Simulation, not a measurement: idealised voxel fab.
The name of this process module is voxel local oxidation.
Square cells of 5 nm make up the cross-section cut, whose width is 225 nm.
This document writes a cross-section as a grid whose cells are square, and gives it as bands, listed from the top down; one or more rows of cells form a band.
Per band: top height and bottom height in nm, followed by the left-to-right materials and their widths in nm; "edge to edge" marks a single material spanning edge to edge, "blank" marks empty space.
Height 0 is the level under which the wafer as received is all one material. The lowest band goes on downwards, as in "0 down".
Per-row width for "30..40": begins at first number (top row of band), ends at second number (bottom row), increment between rows held constant.
The designation "nothing changed", where it is given for a processing step, indicates that no cell of the cross-section was altered in the course of that step.
Listed in "Closed cavities": every empty space of 8 or more cells without an open way to the top. Form: width x height at distance, the distance being from the left edge, all in nm.
What comes after the settings on a step's line is commentary from the simulator itself on that step.
overlay nm: mask offset rightward from planned place, masked step; negative means leftward offset.
## Listed below are the process steps as planned
1 RECEIVE,material Si
2 OXIDIZE,depth nm 5
3 CONFORMAL_DEP,material SiN,thk nm 15
4 MASKED_ETCH,tone cover,mask id ACTIVE,width nm 95,etch materials SiN,depth nm 15,overlay nm -15
5 SELECTIVE_ETCH,etch materials SiO2,depth nm 5
6 OXIDIZE,depth nm 15
7 STRIP,etch materials SiN
The overlay nm used in step 4 is not the same on every wafer, whereas the starting condition is; the value printed in the plan is the first wafer's.
## Cross-section of the first incoming wafer of several, state after step 1
  0 down: Si edge to edge
  Closed cavities: none
## The first of several wafers, seen in cross-section after the module's last step, step 7
  0 to -5: blank (55) / SiO2 (85) / blank (85)
  -5 to -20: SiO2 (70) / Si (55) / SiO2 (100)
  -20 down: Si edge to edge
  Closed cavities: none
## The last wafer as seen in cross-section at the end of the module
  0 to -5: blank (85) / SiO2 (85) / blank (55)
  -5 to -20: SiO2 (100) / Si (55) / SiO2 (70)
  -20 down: Si edge to edge
  Closed cavities: none
## Tabulated below, wafer by wafer, are the end-of-module results: for each material, the number of cells gained (+) or lost (-) relative to the as-received state, followed by the closed voids
overlay nm -15, -147 Si, +119 SiO2, Closed cavities: none
overlay nm -10, -147 Si, +119 SiO2, Closed cavities: none
overlay nm -5, -147 Si, +119 SiO2, Closed cavities: none
overlay nm 0, -147 Si, +119 SiO2, Closed cavities: none
overlay nm 5, -147 Si, +119 SiO2, Closed cavities: none
overlay nm 10, -147 Si, +119 SiO2, Closed cavities: none
overlay nm 15, -147 Si, +119 SiO2, Closed cavities: none
